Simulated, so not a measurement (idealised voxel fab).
voxel wiring stack: a process module
Pictured: cross-section cut, 260 nm wide, on a grid of 5 nm square cells.
Cross-section layout: square cells on a grid; listed as bands, top to bottom; a band spans one or more cell rows. What a band's entry tells you: where the top is and where the bottom is, as heights in nm, and after that what lies inside, material by material from left to right, each with its width in nm. Empty space is written as the word "blank", and a single material marked with the word "everywhere" occupies the band from edge to edge. Note: height 0 marks the level under which the wafer is uniformly one material as received. Lowest band unbounded below, written "from 0 down". A width such as "30->40" changes by the same amount from each row of cells to the next, from the band's top row to its bottom row. "nothing altered" (step): cross-section cells unchanged, all of them. Empty spaces without an open route to the top, at least 8 cells in extent, make up the entry "Trapped voids"; each is given as width x height at distance, where the distance is measured from the left edge, and all are in nm. Where a step's line continues beyond its settings, the continuation is a remark by the simulator itself on that step. You can add "overlay nm" to a step's line. For a step with a mask, it describes how far the mask lay to the right of its planned position, and a negative number describes a lay to the left.
THE PLANNED PROCESS STEPS ARE ENUMERATED HEREUNDER
1 RECEIVE with material Si
2 CONFORMAL_DEP with material SiO2, thk nm 15
3 DIRECTIONAL_DEP with material TiN, thk nm 5
4 DIRECTIONAL_DEP with material Ru, thk nm 15
5 PATTERN with tone cover, mask id METAL_1, material resist, width nm 20, pitch nm 45, thk nm 20, overlay nm 0
6 DIRECTIONAL_ETCH with etch materials Ru, depth nm 15
7 DIRECTIONAL_ETCH with etch materials TiN, depth nm 5
8 STRIP with etch materials resist
9 CONFORMAL_DEP with material SiN, thk nm 5
10 FILL_DEP with material SiO2, thk nm 10
11 CMP with height nm 35
12 CONFORMAL_DEP with material SiCN, thk nm 5
13 DIRECTIONAL_DEP with material SiO2, thk nm 30
14 MASKED_ETCH with tone open, mask id METAL_2_HOLES, width nm 15, pitch nm 45, etch materials SiO2, depth nm 30, overlay nm 0
15 MASKED_ETCH with tone open, mask id METAL_2, width nm 20, pitch nm 45, etch materials SiO2, depth nm 15, overlay nm 0
16 MASKED_ETCH with tone open, mask id METAL_2, width nm 20, pitch nm 45, etch materials SiCN, depth nm 5, overlay nm 0
17 CONFORMAL_DEP with material TiN, thk nm 5
18 FILL_DEP with material Ru, thk nm 10
19 CMP with height nm 70
20 CONFORMAL_DEP with material SiCN, thk nm 5
INCOMING WAFER IN CROSS-SECTION (STATE: AFTER STEP 1)
    from 0 down = Si everywhere
    Trapped voids: none
THE CROSS-SECTION SHOWN CORRESPONDS TO THE WAFER AT THE CONCLUSION OF THE MODULE. THE INITIAL STRUCTURE AND THE PROCESS PLAN ARE THOSE PRESENTED ABOVE; HOWEVER, ONE MISTAKE OCCURRED IN EXECUTING THE PLAN
    from 75 to 70 = SiCN everywhere
    from 70 to 60 = SiO2 45 nm  TiN 5 nm  Ru 10 nm  TiN 5 nm  SiO2 25 nm  TiN 5 nm  Ru 10 nm  TiN 5 nm  SiO2 25 nm  TiN 5 nm  Ru 10 nm  TiN 5 nm  SiO2 25 nm  TiN 5 nm  Ru 10 nm  TiN 5 nm  SiO2 60 nm
    from 60 to 55 = SiO2 45 nm  TiN 10 nm  Ru 5 nm  TiN 5 nm  SiO2 25 nm  TiN 10 nm  Ru 5 nm  TiN 5 nm  SiO2 25 nm  TiN 10 nm  Ru 5 nm  TiN 5 nm  SiO2 25 nm  TiN 10 nm  Ru 5 nm  TiN 5 nm  SiO2 60 nm
    from 55 to 40 = SiO2 50 nm  TiN 5 nm  Ru 5 nm  TiN 5 nm  SiO2 30 nm  TiN 5 nm  Ru 5 nm  TiN 5 nm  SiO2 30 nm  TiN 5 nm  Ru 5 nm  TiN 5 nm  SiO2 30 nm  TiN 5 nm  Ru 5 nm  TiN 5 nm  SiO2 60 nm
    from 40 to 35 = SiCN 50 nm  TiN 15 nm  SiCN 30 nm  TiN 15 nm  SiCN 30 nm  TiN 15 nm  SiCN 30 nm  TiN 15 nm  SiCN 60 nm
    from 35 to 20 = SiO2 45 nm  SiN 5 nm  Ru 20 nm  SiN 5 nm  SiO2 15 nm  SiN 5 nm  Ru 20 nm  SiN 5 nm  SiO2 15 nm  SiN 5 nm  Ru 20 nm  SiN 5 nm  SiO2 15 nm  SiN 5 nm  Ru 20 nm  SiN 5 nm  SiO2 50 nm
    from 20 to 15 = SiN 50 nm  TiN 20 nm  SiN 25 nm  TiN 20 nm  SiN 25 nm  TiN 20 nm  SiN 25 nm  TiN 20 nm  SiN 55 nm
    from 15 to 0 = SiO2 everywhere
    from 0 down = Si everywhere
    Trapped voids: none
what went wrong: heads up, step 15 didn't go per plan, it actually ran as MASKED_ETCH with tone open, mask id METAL_2, width nm 20, pitch nm 45, etch materials SiO2, depth nm 15, overlay nm -5
